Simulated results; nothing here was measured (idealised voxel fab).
The process module that follows is named voxel released beams.
Cross-sectional view cut (width: 215 nm; square cell size: 5 nm).
Think of the cross-section as a grid of square cells. We describe it in bands, top to bottom, and each band covers one or more rows of those cells.
Band: top height; bottom height; in nm. Then, left to right: material with width in nm, for each material. "everywhere": a single material spanning edge to edge. "empty": empty space.
We count height from 0. Below that, the starting wafer is all one material. The lowest band never ends at the bottom but goes on down; see "0 -> down" for how that is written.
It should be noted that a width expressed as "30->40" varies in equal increments from row to row of cells within the band, taking the value of the first number at the top row and that of the second number at the bottom row.
You'll sometimes find "remained unchanged" written for a step, and that's the way of saying that nowhere in the cross-section did a cell change during that step.
Closed cavities: empty space of 8 cells or more with no open way to the top, each as width x height at its distance from the left edge, in nm
Step line, after settings: the simulator's comment on this step.
A step line may carry the setting "overlay nm", which, for steps involving a mask, states the distance by which the mask lay to the right of its intended position; negative values denote displacement to the left.

**These are the steps we planned for the process**
| 1 | RECEIVE | material Si |
| 2 | CONFORMAL_DEP | material SiN | thk nm 10 |
| 3 | DIRECTIONAL_DEP | material SiO2 | thk nm 10 |
| 4 | DIRECTIONAL_DEP | material aC | thk nm 10 |
| 5 | PATTERN | tone open | mask id ANCHOR | material resist | width nm 35 | thk nm 25 | overlay nm 0 |
| 6 | DIRECTIONAL_ETCH | etch materials aC | depth nm 10 |
| 7 | STRIP | etch materials resist |
| 8 | DIRECTIONAL_ETCH | etch materials SiO2 | depth nm 10 |
| 9 | STRIP | etch materials aC |
| 10 | CONFORMAL_DEP | material polySi | thk nm 15 |
| 11 | DIRECTIONAL_DEP | material aC | thk nm 10 |
| 12 | PATTERN | tone cover | mask id BEAM | material resist | width nm 105 | thk nm 30 | overlay nm 0 |
| 13 | DIRECTIONAL_ETCH | etch materials aC | depth nm 10 |
| 14 | STRIP | etch materials resist |
| 15 | DIRECTIONAL_ETCH | etch materials polySi | depth nm 15 |
| 16 | STRIP | etch materials aC |
| 17 | STRIP | etch materials SiO2 |

**First of two wafers - as planned**

**Here's what the wafer looked like in cross-section when it arrived - that's after step 1**
* 0 -> down  Si everywhere
* Closed cavities: none

**Wafer xsec, post step 2**
* 10 -> 0  SiN everywhere
* Below 0 it's all the same as before, nothing changed down there.

**Wafer xsec, post step 3**
* 20 -> 10  SiO2 everywhere
* Below 10 it's all the same as before, nothing changed down there.

**Wafer xsec, post step 4**
* 30 -> 20  aC everywhere
* Below 20 it's all the same as before, nothing changed down there.

**Wafer xsec, post step 5**
* 55 -> 30  resist: 55 / empty: 35 / resist: 125
* Below 30 it's all the same as before, nothing changed down there.

**Wafer xsec, post step 6**
* 45 -> 30  resist: 55 / empty: 35 / resist: 125
* 30 -> 20  aC: 55 / empty: 35 / aC: 125
* Below 20 it's all the same as before, nothing changed down there.

**Wafer xsec, post step 7**
* 30 -> 20  aC: 55 / empty: 35 / aC: 125
* Below 20 it's all the same as before, nothing changed down there.

**Wafer xsec, post step 8**
* 30 -> 20  aC: 55 / empty: 35 / aC: 125
* 20 -> 10  SiO2: 55 / empty: 35 / SiO2: 125
* Below 10 it's all the same as before, nothing changed down there.

**Wafer xsec, post step 9**
* 20 -> 10  SiO2: 55 / empty: 35 / SiO2: 125
* Below 10 it's all the same as before, nothing changed down there.

**Wafer xsec, post step 10**
* 35 -> 25  polySi: 70 / empty: 5 / polySi: 140
* 25 -> 20  polySi everywhere
* 20 -> 10  SiO2: 55 / polySi: 35 / SiO2: 125
* Below 10 it's all the same as before, nothing changed down there.

**Wafer xsec, post step 11**
* 45 -> 35  aC: 70 / empty: 5 / aC: 140
* 35 -> 25  polySi: 70 / aC: 5 / polySi: 140
* Below 25 it's all the same as before, nothing changed down there.

**Wafer xsec, post step 12**
* 75 -> 45  empty: 50 / resist: 105 / empty: 60
* 45 -> 35  aC: 70 / resist: 5 / aC: 140
* Below 35 it's all the same as before, nothing changed down there.

**Wafer xsec, post step 13**
* 65 -> 45  empty: 50 / resist: 105 / empty: 60
* 45 -> 35  empty: 50 / aC: 20 / resist: 5 / aC: 80 / empty: 60
* Below 35 it's all the same as before, nothing changed down there.

**Wafer xsec, post step 14**
* 45 -> 35  empty: 50 / aC: 20 / empty: 5 / aC: 80 / empty: 60
* Below 35 it's all the same as before, nothing changed down there.

**Wafer xsec, post step 15**
* 45 -> 35  empty: 50 / aC: 20 / empty: 5 / aC: 80 / empty: 60
* 35 -> 25  empty: 50 / polySi: 20 / aC: 5 / polySi: 80 / empty: 60
* 25 -> 20  empty: 50 / polySi: 105 / empty: 60
* Below 20 it's all the same as before, nothing changed down there.

**Wafer xsec, post step 16**
* 35 -> 25  empty: 50 / polySi: 20 / empty: 5 / polySi: 80 / empty: 60
* Below 25 it's all the same as before, nothing changed down there.

**Wafer xsec, post step 17**
* 35 -> 25  empty: 50 / polySi: 20 / empty: 5 / polySi: 80 / empty: 60
* 25 -> 20  empty: 50 / polySi: 105 / empty: 60
* 20 -> 10  empty: 55 / polySi: 35 / empty: 125
* Below 10 it's all the same as before, nothing changed down there.

**The remaining wafer, second of the two, started like the first and was run to the same plan, except that one mistake was made along the way; the two coincide through step 1, inclusive**

**Cross-section of the second wafer at the time by which step 2 should have been completed according to the plan**
* 10 -> 0  SiO2 everywhere
* Below 0 it's all the same as before, nothing changed down there.

**Cross-section of the second wafer at the time by which step 3 should have been completed according to the plan**
* 20 -> 10  SiN everywhere
* Below 10 it's all the same as before, nothing changed down there.

**Cross-section of the second wafer at the time by which step 4 should have been completed according to the plan**
* 30 -> 20  aC everywhere
* Below 20 it's all the same as before, nothing changed down there.

**Cross-section of the second wafer at the time by which step 5 should have been completed according to the plan**
* 55 -> 30  resist: 55 / empty: 35 / resist: 125
* Below 30 it's all the same as before, nothing changed down there.

**Cross-section of the second wafer at the time by which step 6 should have been completed according to the plan**
* 45 -> 30  resist: 55 / empty: 35 / resist: 125
* 30 -> 20  aC: 55 / empty: 35 / aC: 125
* Below 20 it's all the same as before, nothing changed down there.

**Cross-section of the second wafer at the time by which step 7 should have been completed according to the plan**
* 30 -> 20  aC: 55 / empty: 35 / aC: 125
* Below 20 it's all the same as before, nothing changed down there.

Cross-section of the second wafer at the time by which step 8 should have been completed according to the plan: remained unchanged

**Cross-section of the second wafer at the time by which step 9 should have been completed according to the plan**
* 20 -> 10  SiN everywhere
* Below 10 it's all the same as before, nothing changed down there.

**Cross-section of the second wafer at the time by which step 10 should have been completed according to the plan**
* 35 -> 20  polySi everywhere
* Below 20 it's all the same as before, nothing changed down there.

**Cross-section of the second wafer at the time by which step 11 should have been completed according to the plan**
* 45 -> 35  aC everywhere
* Below 35 it's all the same as before, nothing changed down there.

**Cross-section of the second wafer at the time by which step 12 should have been completed according to the plan**
* 75 -> 45  empty: 50 / resist: 105 / empty: 60
* Below 45 it's all the same as before, nothing changed down there.

**Cross-section of the second wafer at the time by which step 13 should have been completed according to the plan**
* 65 -> 45  empty: 50 / resist: 105 / empty: 60
* 45 -> 35  empty: 50 / aC: 105 / empty: 60
* Below 35 it's all the same as before, nothing changed down there.

**Cross-section of the second wafer at the time by which step 14 should have been completed according to the plan**
* 45 -> 35  empty: 50 / aC: 105 / empty: 60
* Below 35 it's all the same as before, nothing changed down there.

**Cross-section of the second wafer at the time by which step 15 should have been completed according to the plan**
* 45 -> 35  empty: 50 / aC: 105 / empty: 60
* 35 -> 20  empty: 50 / polySi: 105 / empty: 60
* Below 20 it's all the same as before, nothing changed down there.

**Cross-section of the second wafer at the time by which step 16 should have been completed according to the plan**
* 35 -> 20  empty: 50 / polySi: 105 / empty: 60
* Below 20 it's all the same as before, nothing changed down there.

Cross-section of the second wafer at the time by which step 17 should have been completed according to the plan: remained unchanged
Nonconformance to the process plan: steps 2 and 3 run out of order (swapped)
At the finish, the second wafer shows more or fewer cells for some materials than the first does: SiO2: 86 more | polySi: 12 fewer
